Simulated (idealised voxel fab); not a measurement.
Module name: voxel capacitor over wiring (process module)
Cross-section cut: width 220 nm, square cells of 5 nm.
The cross-sections in this document take the form of a grid made of square cells. They are written out as bands, in order from top to bottom. Each band consists of one or more rows of cells. What a band's entry tells you: where the top is and where the bottom is, as heights in nm, and after that what lies inside, material by material from left to right, each with its width in nm. Empty space is written as the word "blank", and a single material marked with the word "everywhere" occupies the band from edge to edge. Heights are measured from 0, the level below which the as-received wafer is all one material; the lowest band has no bottom and continues downward, written as in "z 0 and below". Width "30->40": first value at the band's top row of cells, second value at its bottom row, equal change from row to row. Where the words "all unchanged" appear for a step, the cross-section shows no cell changed by that step; every cell remained as before. Each empty space that has no open way to the top and spans at least 8 cells appears under "Sealed-off cavities" as width x height at distance, the distance counted from the left edge, all in nm. The remark found on a step's line after its settings is issued by the simulator itself and pertains to that step. "overlay nm" denotes, for a step that has a mask, the displacement of the mask to the right of its planned place, with negative values corresponding to the left.

Process steps - plan:
- 1: op RECEIVE | material Si
- 2: op CONFORMAL_DEP | material SiO2 | thk nm 15
- 3: op CONFORMAL_DEP | material SiN | thk nm 5
- 4: op DIRECTIONAL_DEP | material SiO2 | thk nm 25
- 5: op MASKED_ETCH | tone open | mask id METAL_1 | width nm 20 | pitch nm 80 | etch materials SiO2 | depth nm 25 | overlay nm 0
- 6: op MASKED_ETCH | tone open | mask id METAL_1 | width nm 20 | pitch nm 80 | etch materials SiN | depth nm 5 | overlay nm 0
- 7: op CONFORMAL_DEP | material TiN | thk nm 5
- 8: op FILL_DEP | material Ru | thk nm 10
- 9: op CMP | height nm 45
- 10: op EPI | material Ru | thk nm 5
- 11: op FILL_DEP | material SiCN | thk nm 5
- 12: op DIRECTIONAL_DEP | material lowk | thk nm 10
- 13: op MASKED_ETCH | tone open | mask id PLUG_1 | width nm 15 | etch materials lowk | depth nm 10 | overlay nm 0
- 14: op MASKED_ETCH | tone open | mask id PLUG_1 | width nm 15 | etch materials SiCN | depth nm 5 | overlay nm 0
- 15: op EPI | material Ru | thk nm 10
- 16: op EPI | material Ru | thk nm 5
- 17: op DIRECTIONAL_DEP | material TiN | thk nm 10
- 18: op DIRECTIONAL_DEP | material Al2O3 | thk nm 5
- 19: op DIRECTIONAL_DEP | material TiN | thk nm 10
- 20: op PATTERN | tone cover | mask id UPPER_PLATE | material resist | width nm 65 | thk nm 20 | overlay nm 0
- 21: op DIRECTIONAL_ETCH | etch materials TiN | depth nm 10
- 22: op DIRECTIONAL_ETCH | etch materials Al2O3 | depth nm 5
- 23: op STRIP | etch materials resist
- 24: op DIRECTIONAL_DEP | material aC | thk nm 15
- 25: op PATTERN | tone cover | mask id LOWER_PLATE | material resist | width nm 75 | thk nm 30 | overlay nm 0
- 26: op DIRECTIONAL_ETCH | etch materials aC | depth nm 15
- 27: op STRIP | etch materials resist
- 28: op DIRECTIONAL_ETCH | etch materials TiN | depth nm 10
- 29: op STRIP | etch materials aC
- 30: op FILL_DEP | material SiO2 | thk nm 15
- 31: op CMP | height nm 100
- 32: op DIRECTIONAL_DEP | material aC | thk nm 15
- 33: op PATTERN | tone open | mask id PLUG_2 | material resist | width nm 15 | thk nm 35 | overlay nm 0
- 34: op DIRECTIONAL_ETCH | etch materials aC | depth nm 15
- 35: op STRIP | etch materials resist
- 36: op DIRECTIONAL_ETCH | etch materials SiO2 | depth nm 10
- 37: op STRIP | etch materials aC
- 38: op CONFORMAL_DEP | material TiN | thk nm 5
- 39: op FILL_DEP | material Ru | thk nm 5
- 40: op CMP | height nm 100
- 41: op CONFORMAL_DEP | material SiN | thk nm 5

The first wafer of two, processed as planned:

Wafer as received: cross-section following step 1:
	z 0 and below = Si everywhere
	Sealed-off cavities: none

Wafer xsec, post step 2:
	z 15 to 0 = SiO2 everywhere
	Anything lower than 0 is untouched.

Wafer xsec, post step 3:
	z 20 to 15 = SiN everywhere
	Anything lower than 15 is untouched.

Wafer xsec, post step 4:
	z 45 to 20 = SiO2 everywhere
	Anything lower than 20 is untouched.

Wafer xsec, post step 5:
	z 45 to 20 = 60 SiO2, then 20 blank, then 60 SiO2, then 20 blank, then 60 SiO2
	Anything lower than 20 is untouched.

Wafer xsec, post step 6:
	z 45 to 20 = 60 SiO2, then 20 blank, then 60 SiO2, then 20 blank, then 60 SiO2
	z 20 to 15 = 60 SiN, then 20 blank, then 60 SiN, then 20 blank, then 60 SiN
	Anything lower than 15 is untouched.

Wafer xsec, post step 7:
	z 50 to 45 = 65 TiN, then 10 blank, then 70 TiN, then 10 blank, then 65 TiN
	z 45 to 20 = 60 SiO2, then 5 TiN, then 10 blank, then 5 TiN, then 60 SiO2, then 5 TiN, then 10 blank, then 5 TiN, then 60 SiO2
	z 20 to 15 = 60 SiN, then 20 TiN, then 60 SiN, then 20 TiN, then 60 SiN
	Anything lower than 15 is untouched.

Wafer xsec, post step 8:
	z 60 to 50 = Ru everywhere
	z 50 to 45 = 65 TiN, then 10 Ru, then 70 TiN, then 10 Ru, then 65 TiN
	z 45 to 20 = 60 SiO2, then 5 TiN, then 10 Ru, then 5 TiN, then 60 SiO2, then 5 TiN, then 10 Ru, then 5 TiN, then 60 SiO2
	Anything lower than 20 is untouched.

Wafer xsec, post step 9:
	z 45 to 20 = 60 SiO2, then 5 TiN, then 10 Ru, then 5 TiN, then 60 SiO2, then 5 TiN, then 10 Ru, then 5 TiN, then 60 SiO2
	Anything lower than 20 is untouched.

Wafer xsec, post step 10:
	z 50 to 45 = 55 blank, then 30 Ru, then 50 blank, then 30 Ru, then 55 blank
	Anything lower than 45 is untouched.

Wafer xsec, post step 11:
	z 55 to 50 = SiCN everywhere
	z 50 to 45 = 55 SiCN, then 30 Ru, then 50 SiCN, then 30 Ru, then 55 SiCN
	Anything lower than 45 is untouched.

Wafer xsec, post step 12:
	z 65 to 55 = lowk everywhere
	Anything lower than 55 is untouched.

Wafer xsec, post step 13:
	z 65 to 55 = 65 lowk, then 15 blank, then 140 lowk
	Anything lower than 55 is untouched.

Wafer xsec, post step 14:
	z 65 to 55 = 65 lowk, then 15 blank, then 140 lowk
	z 55 to 50 = 65 SiCN, then 15 blank, then 140 SiCN
	Anything lower than 50 is untouched.

Wafer xsec, post step 15:
	z 65 to 60 = 65 lowk, then 15 blank, then 140 lowk
	z 60 to 55 = 65 lowk, then 15 Ru, then 140 lowk
	z 55 to 50 = 65 SiCN, then 15 Ru, then 140 SiCN
	Anything lower than 50 is untouched.

Wafer xsec, post step 16:
	z 65 to 55 = 65 lowk, then 15 Ru, then 140 lowk
	Anything lower than 55 is untouched.

Wafer xsec, post step 17:
	z 75 to 65 = TiN everywhere
	Anything lower than 65 is untouched.

Wafer xsec, post step 18:
	z 80 to 75 = Al2O3 everywhere
	Anything lower than 75 is untouched.

Wafer xsec, post step 19:
	z 90 to 80 = TiN everywhere
	Anything lower than 80 is untouched.

Wafer xsec, post step 20:
	z 110 to 90 = 65 blank, then 65 resist, then 90 blank
	Anything lower than 90 is untouched.

Wafer xsec, post step 21:
	z 110 to 90 = 65 blank, then 65 resist, then 90 blank
	z 90 to 80 = 65 blank, then 65 TiN, then 90 blank
	Anything lower than 80 is untouched.

Wafer xsec, post step 22:
	z 110 to 90 = 65 blank, then 65 resist, then 90 blank
	z 90 to 80 = 65 blank, then 65 TiN, then 90 blank
	z 80 to 75 = 65 blank, then 65 Al2O3, then 90 blank
	Anything lower than 75 is untouched.

Wafer xsec, post step 23:
	z 90 to 80 = 65 blank, then 65 TiN, then 90 blank
	Anything lower than 80 is untouched.

Wafer xsec, post step 24:
	z 105 to 90 = 65 blank, then 65 aC, then 90 blank
	z 90 to 80 = 65 aC, then 65 TiN, then 90 aC
	z 80 to 75 = 65 aC, then 65 Al2O3, then 90 aC
	Anything lower than 75 is untouched.

Wafer xsec, post step 25:
	z 135 to 105 = 60 blank, then 75 resist, then 85 blank
	z 105 to 90 = 60 blank, then 5 resist, then 65 aC, then 5 resist, then 85 blank
	Anything lower than 90 is untouched.

Wafer xsec, post step 26:
	z 120 to 105 = 60 blank, then 75 resist, then 85 blank
	z 105 to 90 = 60 blank, then 5 resist, then 65 aC, then 5 resist, then 85 blank
	z 90 to 80 = 60 blank, then 5 aC, then 65 TiN, then 5 aC, then 85 blank
	z 80 to 75 = 60 blank, then 5 aC, then 65 Al2O3, then 5 aC, then 85 blank
	Anything lower than 75 is untouched.

Wafer xsec, post step 27:
	z 105 to 90 = 65 blank, then 65 aC, then 90 blank
	Anything lower than 90 is untouched.

Wafer xsec, post step 28:
	z 105 to 90 = 65 blank, then 65 aC, then 90 blank
	z 90 to 80 = 60 blank, then 5 aC, then 65 TiN, then 5 aC, then 85 blank
	z 80 to 75 = 60 blank, then 5 aC, then 65 Al2O3, then 5 aC, then 85 blank
	z 75 to 65 = 60 blank, then 75 TiN, then 85 blank
	Anything lower than 65 is untouched.

Wafer xsec, post step 29:
	z 90 to 80 = 65 blank, then 65 TiN, then 90 blank
	z 80 to 75 = 65 blank, then 65 Al2O3, then 90 blank
	Anything lower than 75 is untouched.

Wafer xsec, post step 30:
	z 105 to 90 = SiO2 everywhere
	z 90 to 80 = 65 SiO2, then 65 TiN, then 90 SiO2
	z 80 to 75 = 65 SiO2, then 65 Al2O3, then 90 SiO2
	z 75 to 65 = 60 SiO2, then 75 TiN, then 85 SiO2
	Anything lower than 65 is untouched.

Wafer xsec, post step 31:
	z 100 to 90 = SiO2 everywhere
	Anything lower than 90 is untouched.

Wafer xsec, post step 32:
	z 115 to 100 = aC everywhere
	Anything lower than 100 is untouched.

Wafer xsec, post step 33:
	z 150 to 115 = 75 resist, then 15 blank, then 130 resist
	Anything lower than 115 is untouched.

Wafer xsec, post step 34:
	z 135 to 115 = 75 resist, then 15 blank, then 130 resist
	z 115 to 100 = 75 aC, then 15 blank, then 130 aC
	Anything lower than 100 is untouched.

Wafer xsec, post step 35:
	z 115 to 100 = 75 aC, then 15 blank, then 130 aC
	Anything lower than 100 is untouched.

Wafer xsec, post step 36:
	z 115 to 100 = 75 aC, then 15 blank, then 130 aC
	z 100 to 90 = 75 SiO2, then 15 blank, then 130 SiO2
	Anything lower than 90 is untouched.

Wafer xsec, post step 37:
	z 100 to 90 = 75 SiO2, then 15 blank, then 130 SiO2
	Anything lower than 90 is untouched.

Wafer xsec, post step 38:
	z 105 to 100 = 80 TiN, then 5 blank, then 135 TiN
	z 100 to 95 = 75 SiO2, then 5 TiN, then 5 blank, then 5 TiN, then 130 SiO2
	z 95 to 90 = 75 SiO2, then 15 TiN, then 130 SiO2
	Anything lower than 90 is untouched.

Wafer xsec, post step 39:
	z 110 to 105 = Ru everywhere
	z 105 to 100 = 80 TiN, then 5 Ru, then 135 TiN
	z 100 to 95 = 75 SiO2, then 5 TiN, then 5 Ru, then 5 TiN, then 130 SiO2
	Anything lower than 95 is untouched.

Wafer xsec, post step 40:
	z 100 to 95 = 75 SiO2, then 5 TiN, then 5 Ru, then 5 TiN, then 130 SiO2
	Anything lower than 95 is untouched.

Wafer xsec, post step 41:
	z 105 to 100 = SiN everywhere
	Anything lower than 100 is untouched.

Wafer two. Same start, same plan, one slip in execution. Same as wafer one through step 19, inclusive:

when step 20 should have ended:
	z 110 to 90 = 55 blank, then 65 resist, then 100 blank
	Anything lower than 90 is untouched.

when step 21 should have ended:
	z 110 to 90 = 55 blank, then 65 resist, then 100 blank
	z 90 to 80 = 55 blank, then 65 TiN, then 100 blank
	Anything lower than 80 is untouched.

when step 22 should have ended:
	z 110 to 90 = 55 blank, then 65 resist, then 100 blank
	z 90 to 80 = 55 blank, then 65 TiN, then 100 blank
	z 80 to 75 = 55 blank, then 65 Al2O3, then 100 blank
	Anything lower than 75 is untouched.

when step 23 should have ended:
	z 90 to 80 = 55 blank, then 65 TiN, then 100 blank
	Anything lower than 80 is untouched.

when step 24 should have ended:
	z 105 to 90 = 55 blank, then 65 aC, then 100 blank
	z 90 to 80 = 55 aC, then 65 TiN, then 100 aC
	z 80 to 75 = 55 aC, then 65 Al2O3, then 100 aC
	Anything lower than 75 is untouched.

when step 25 should have ended:
	z 135 to 105 = 60 blank, then 75 resist, then 85 blank
	z 105 to 90 = 55 blank, then 65 aC, then 15 resist, then 85 blank
	Anything lower than 90 is untouched.

when step 26 should have ended:
	z 120 to 105 = 60 blank, then 75 resist, then 85 blank
	z 105 to 90 = 60 blank, then 60 aC, then 15 resist, then 85 blank
	z 90 to 80 = 55 blank, then 65 TiN, then 15 aC, then 85 blank
	z 80 to 75 = 55 blank, then 65 Al2O3, then 15 aC, then 85 blank
	Anything lower than 75 is untouched.

when step 27 should have ended:
	z 105 to 90 = 60 blank, then 60 aC, then 100 blank
	Anything lower than 90 is untouched.

when step 28 should have ended:
	z 105 to 90 = 60 blank, then 60 aC, then 100 blank
	z 90 to 80 = 60 blank, then 60 TiN, then 15 aC, then 85 blank
	z 80 to 75 = 55 blank, then 65 Al2O3, then 15 aC, then 85 blank
	z 75 to 65 = 55 blank, then 80 TiN, then 85 blank
	Anything lower than 65 is untouched.

when step 29 should have ended:
	z 90 to 80 = 60 blank, then 60 TiN, then 100 blank
	z 80 to 75 = 55 blank, then 65 Al2O3, then 100 blank
	Anything lower than 75 is untouched.

when step 30 should have ended:
	z 105 to 90 = SiO2 everywhere
	z 90 to 80 = 60 SiO2, then 60 TiN, then 100 SiO2
	z 80 to 75 = 55 SiO2, then 65 Al2O3, then 100 SiO2
	z 75 to 65 = 55 SiO2, then 80 TiN, then 85 SiO2
	Anything lower than 65 is untouched.

when step 31 should have ended:
	z 100 to 90 = SiO2 everywhere
	Anything lower than 90 is untouched.

when step 32 should have ended:
	z 115 to 100 = aC everywhere
	Anything lower than 100 is untouched.

when step 33 should have ended:
	z 150 to 115 = 75 resist, then 15 blank, then 130 resist
	Anything lower than 115 is untouched.

when step 34 should have ended:
	z 135 to 115 = 75 resist, then 15 blank, then 130 resist
	z 115 to 100 = 75 aC, then 15 blank, then 130 aC
	Anything lower than 100 is untouched.

when step 35 should have ended:
	z 115 to 100 = 75 aC, then 15 blank, then 130 aC
	Anything lower than 100 is untouched.

when step 36 should have ended:
	z 115 to 100 = 75 aC, then 15 blank, then 130 aC
	z 100 to 90 = 75 SiO2, then 15 blank, then 130 SiO2
	Anything lower than 90 is untouched.

when step 37 should have ended:
	z 100 to 90 = 75 SiO2, then 15 blank, then 130 SiO2
	Anything lower than 90 is untouched.

when step 38 should have ended:
	z 105 to 100 = 80 TiN, then 5 blank, then 135 TiN
	z 100 to 95 = 75 SiO2, then 5 TiN, then 5 blank, then 5 TiN, then 130 SiO2
	z 95 to 90 = 75 SiO2, then 15 TiN, then 130 SiO2
	Anything lower than 90 is untouched.

when step 39 should have ended:
	z 110 to 105 = Ru everywhere
	z 105 to 100 = 80 TiN, then 5 Ru, then 135 TiN
	z 100 to 95 = 75 SiO2, then 5 TiN, then 5 Ru, then 5 TiN, then 130 SiO2
	Anything lower than 95 is untouched.

when step 40 should have ended:
	z 100 to 95 = 75 SiO2, then 5 TiN, then 5 Ru, then 5 TiN, then 130 SiO2
	Anything lower than 95 is untouched.

when step 41 should have ended:
	z 105 to 100 = SiN everywhere
	Anything lower than 100 is untouched.
Finding, execution versus plan: off-plan run, step 20, actual operation and settings op PATTERN | tone cover | mask id UPPER_PLATE | material resist | width nm 65 | thk nm 20 | overlay nm -10
In the final comparison it is observed that the number of cells assigned to each material is identical for the two wafers, whereas their placement is not.
